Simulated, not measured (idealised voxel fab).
process module | voxel capacitor over wiring
cross-section cut | 255 nm wide | cells 5 nm
A cross-section is a grid of square cells, given in bands from the top down. A band is one or more rows of cells.
Each band's line starts with the height of the band's top and of its bottom, in nm. Then come its materials from left to right, each with its width in nm. One material with "throughout" fills the band from edge to edge. "air" is empty space.
Height 0 is the level under which the wafer as received is all one material. The lowest band goes on downwards, as in "0 down".
A width such as "30 to 40" changes by the same amount from each row of cells to the next, from the band's top row to its bottom row.
"no change" after a step means that no cell of the cross-section changed.
closed voids: empty space of 8 cells or more with no open way to the top, each as width x height at its distance from the left edge, in nm
after a step's settings: what the simulator itself notes on the step
overlay nm, on a step with a mask: how far to the right of its planned place the mask lay; to the left if negative
plan
1 op RECEIVE | material Si
2 op CONFORMAL_DEP | material SiO2 | thk nm 15
3 op DIRECTIONAL_DEP | material TiN | thk nm 5
4 op DIRECTIONAL_DEP | material Ru | thk nm 25
5 op MASKED_ETCH | tone cover | mask id METAL_1 | width nm 20 | pitch nm 85 | etch materials Ru | depth nm 25 | overlay nm 0
6 op MASKED_ETCH | tone cover | mask id METAL_1 | width nm 20 | pitch nm 85 | etch materials TiN | depth nm 5 | overlay nm 0
7 op FILL_DEP | material SiO2 | thk nm 10
8 op CMP | height nm 45
9 op CONFORMAL_DEP | material SiCN | thk nm 5
10 op DIRECTIONAL_DEP | material SiO2 | thk nm 20
11 op DIRECTIONAL_DEP | material aC | thk nm 10
12 op PATTERN | tone open | mask id PLUG_1 | material resist | width nm 15 | thk nm 30 | overlay nm 0
13 op DIRECTIONAL_ETCH | etch materials aC | depth nm 10
14 op STRIP | etch materials resist
15 op DIRECTIONAL_ETCH | etch materials SiO2 | depth nm 20
16 op DIRECTIONAL_ETCH | etch materials SiCN | depth nm 5
17 op STRIP | etch materials aC
18 op EPI | material Ru | thk nm 10
19 op EPI | material Ru | thk nm 10
20 op EPI | material Ru | thk nm 5
21 op DIRECTIONAL_DEP | material TiN | thk nm 5
22 op DIRECTIONAL_DEP | material HfO2 | thk nm 5
23 op DIRECTIONAL_DEP | material TiN | thk nm 5
24 op MASKED_ETCH | tone cover | mask id UPPER_PLATE | width nm 70 | etch materials TiN | depth nm 5 | overlay nm 0
25 op MASKED_ETCH | tone cover | mask id UPPER_PLATE | width nm 70 | etch materials HfO2 | depth nm 5 | overlay nm 0
26 op MASKED_ETCH | tone cover | mask id LOWER_PLATE | width nm 80 | etch materials TiN | depth nm 5 | overlay nm 0
27 op FILL_DEP | material SiO2 | thk nm 15
28 op CMP | height nm 95
29 op PATTERN | tone open | mask id PLUG_2 | material resist | width nm 15 | thk nm 15 | overlay nm 0
30 op DIRECTIONAL_ETCH | etch materials SiO2 | depth nm 10
31 op STRIP | etch materials resist
32 op CONFORMAL_DEP | material TiN | thk nm 5
33 op FILL_DEP | material Ru | thk nm 10
34 op CMP | height nm 95
35 op CONFORMAL_DEP | material SiCN | thk nm 5
as received, after step 1
  0 down: Si throughout
  closed voids: none
first wafer at the end, as planned
  100 to 95: SiCN throughout
  95 to 90: SiO2 90 | TiN 5 | Ru 5 | TiN 5 | SiO2 150
  90 to 80: SiO2 90 to 80 | TiN 15 to 70 | SiO2 150 to 105
  80 to 75: SiO2 80 | HfO2 70 | SiO2 105
  75 to 70: SiO2 75 | TiN 80 | SiO2 100
  70 to 50: SiO2 80 | Ru 15 | SiO2 160
  50 to 45: SiCN 80 | Ru 15 | SiCN 160
  45 to 20: SiO2 75 | Ru 20 | SiO2 65 | Ru 20 | SiO2 75
  20 to 15: SiO2 75 | TiN 20 | SiO2 65 | TiN 20 | SiO2 75
  15 to 0: SiO2 throughout
  0 down: Si throughout
  closed voids: none
second wafer at the end: like start, like plan, one mistake
  100 to 95: SiCN throughout
  95 to 90: SiO2 90 | TiN 5 | Ru 5 | TiN 5 | SiO2 150
  90 to 80: SiO2 90 to 80 | TiN 15 to 70 | SiO2 150 to 105
  80 to 75: SiO2 80 | HfO2 70 | SiO2 105
  75 to 70: SiO2 75 | TiN 80 | SiO2 100
  70 to 50: SiO2 80 | Ru 15 | SiO2 160
  50 to 45: SiCN 80 | Ru 15 | SiCN 160
  45 to 20: SiO2 70 | Ru 30 | SiO2 55 | Ru 30 | SiO2 70
  20 to 15: SiO2 70 | TiN 30 | SiO2 55 | TiN 30 | SiO2 70
  15 to 0: SiO2 throughout
  0 down: Si throughout
  closed voids: none
what went wrong: step 5 ran as: op MASKED_ETCH | tone cover | mask id METAL_1 | width nm 30 | pitch nm 85 | etch materials Ru | depth nm 25 | overlay nm 0
at the end the second wafer has, in cells: 20 more of Ru | 24 fewer of SiO2 | 4 more of TiN
